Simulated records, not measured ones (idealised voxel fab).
voxel tone inversion: a process module
FYI the section here is cut, 245 nm wide, cells are 5 nm squares.
A cross-section in this document is a grid of square cells, and it is written down as bands, the top band listed before the ones below it; a band is made up of one or more rows of cells.
Heights first: top, then bottom, in nm. Then materials, left to right, each with a width in nm. "full width" on a single material: fills the band edge to edge. "empty": empty space.
Height 0 is the level under which the wafer as received is all one material. The lowest band goes on downwards, as in "from 0 down".
When a width is written as two numbers, as in "30 to 40", the first number is the width in the top row of cells of the band and the second is the width in its bottom row, and the width changes by the same amount from each row to the next.
For the purposes of this document, the phrase "changes: none" attached to a step denotes that no cell within the cross-section was modified by that step.
Entry "Unvented internal voids" = empty spaces >= 8 cells with no open way to the top; each as width x height at distance, distance from left edge, all nm.
Whatever follows a step's settings on its line is a remark the simulator itself makes about that step.
overlay nm: on a step with a mask, how far right of its planned place the mask lay; negative means left.

Steps in the process plan
1 RECEIVE: material Si
2 CONFORMAL_DEP: material SiN, thk nm 10
3 DIRECTIONAL_DEP: material polySi, thk nm 15
4 PATTERN: tone cover, mask id POSTS, material resist, width nm 20, pitch nm 45, thk nm 20, overlay nm 0
5 DIRECTIONAL_ETCH: etch materials polySi, depth nm 15
6 STRIP: etch materials resist
7 FILL_DEP: material SiO2, thk nm 10
8 CMP: height nm 25
9 STRIP: etch materials polySi
10 CONFORMAL_DEP: material TiN, thk nm 5
11 FILL_DEP: material Cu, thk nm 5
12 CMP: height nm 25
13 CONFORMAL_DEP: material SiCN, thk nm 5

This is the cross-section of the wafer as we received it, i.e. after step 1
from 0 down | Si full width
Unvented internal voids: none

The cross-section shown corresponds to the wafer at the conclusion of the module. The initial structure and the process plan are those presented above; however, one mistake occurred in executing the plan
from 30 to 25 | SiCN full width
from 25 to 15 | SiO2 70, then TiN 5, then Cu 5, then TiN 5, then SiO2 30, then TiN 5, then Cu 5, then TiN 5, then SiO2 30, then TiN 5, then Cu 5, then TiN 5, then SiO2 70
from 15 to 10 | SiO2 70, then TiN 15, then SiO2 30, then TiN 15, then SiO2 30, then TiN 15, then SiO2 70
from 10 to 0 | SiN full width
from 0 down | Si full width
Unvented internal voids: none
In executing the process, a mistake was made relative to the plan: step 4 went in with a setting other than planned; the actual run was PATTERN: tone cover, mask id POSTS, material resist, width nm 15, pitch nm 45, thk nm 20, overlay nm 0
